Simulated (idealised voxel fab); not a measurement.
Herein follows the process module entitled voxel self aligned contacts.
Displayed cross-section: cut, width of 290 nm, square cells sized 5 nm.
How to read a cross-section here: the picture is a grid of square cells, written as bands going from the top down, and any band can span one or more rows of cells. The entry gives the band's vertical extent as a top height and a bottom height in nm, then its horizontal make-up as materials from left to right, each with a width in nm. "empty" stands for empty space; a single material marked "full width" fills the band edge to edge. Height is counted from the level 0, under which the received wafer is composed throughout of one material. The lowest of the bands is not closed at the bottom but continues downward, in the notation "z 0 and below". It should be noted that a width expressed as "30..40" varies in equal increments from row to row of cells within the band, taking the value of the first number at the top row and that of the second number at the bottom row. Reading "remained the same" for a step: not a cell of the cross-section changed in it. Empty spaces without an open route to the top, at least 8 cells in extent, make up the entry "Enclosed internal voids"; each is given as width x height at distance, where the distance is measured from the left edge, and all are in nm. Read whatever lies past the settings on a step's line as the simulator's own remark about the step. The optional step-line setting "overlay nm" applies to steps with a mask and quantifies how far to the right of its planned location the mask lay, a negative value indicating leftward placement.

## Intended process steps
1) op RECEIVE | material Si
2) op OXIDIZE | depth nm 5
3) op DIRECTIONAL_DEP | material polySi | thk nm 25
4) op DIRECTIONAL_DEP | material SiN | thk nm 20
5) op DIRECTIONAL_DEP | material aC | thk nm 15
6) op PATTERN | tone cover | mask id GATE | material resist | width nm 25 | pitch nm 70 | thk nm 30 | overlay nm 0
7) op DIRECTIONAL_ETCH | etch materials aC | depth nm 15
8) op STRIP | etch materials resist
9) op DIRECTIONAL_ETCH | etch materials SiN | depth nm 20
10) op DIRECTIONAL_ETCH | etch materials polySi | depth nm 25
11) op STRIP | etch materials aC
12) op CONFORMAL_DEP | material SiN | thk nm 10
13) op DIRECTIONAL_ETCH | etch materials SiN | depth nm 10
14) op FILL_DEP | material SiO2 | thk nm 20
15) op CMP | height nm 55
16) op MASKED_ETCH | tone open | mask id CONTACT | width nm 55 | etch materials SiO2 | depth nm 60 | overlay nm 0
17) op CONFORMAL_DEP | material TiN | thk nm 5
18) op FILL_DEP | material W | thk nm 10
19) op CMP | height nm 55
20) op CONFORMAL_DEP | material SiN | thk nm 5

## Received-state cross-section, reflecting completion of step 1
- z 0 and below  Si full width
- Enclosed internal voids: none

## Cross-section, first of two wafers, end of module, run as planned
- z 60 to 55  SiN full width
- z 55 to 45  SiO2 115 nm, TiN 5..20 nm, W 45..15 nm, TiN 5..20 nm, SiO2 120 nm
- z 45 to 25  SiO2 85 nm, SiN 45 nm, TiN 5 nm, W 15 nm, TiN 5 nm, SiN 45 nm, SiO2 90 nm
- z 25 to 0  SiO2 85 nm, SiN 10 nm, polySi 25 nm, SiN 10 nm, TiN 5 nm, W 15 nm, TiN 5 nm, SiN 10 nm, polySi 25 nm, SiN 10 nm, SiO2 90 nm
- z 0 to -5  SiO2 130 nm, TiN 25 nm, SiO2 135 nm
- z -5 and below  Si full width
- Enclosed internal voids: none

## Same start, same plan as the first wafer - but one mistake in the run. Cross-section of the second of the two at the end of the module
- z 60 to 55  SiN full width
- z 55 to 45  SiO2 115 nm, TiN 5..20 nm, SiN 45..15 nm, TiN 5..20 nm, SiO2 120 nm
- z 45 to 25  SiO2 85 nm, SiN 45 nm, TiN 5 nm, SiN 15 nm, TiN 5 nm, SiN 45 nm, SiO2 90 nm
- z 25 to 0  SiO2 85 nm, SiN 10 nm, polySi 25 nm, SiN 10 nm, TiN 5 nm, SiN 15 nm, TiN 5 nm, SiN 10 nm, polySi 25 nm, SiN 10 nm, SiO2 90 nm
- z 0 to -5  SiO2 130 nm, TiN 25 nm, SiO2 135 nm
- z -5 and below  Si full width
- Enclosed internal voids: none
What broke from the plan during processing? step 18 was not run as planned; what actually ran was op FILL_DEP | material SiN | thk nm 10
at the end the second wafer has, in cells: +39 SiN, -39 W
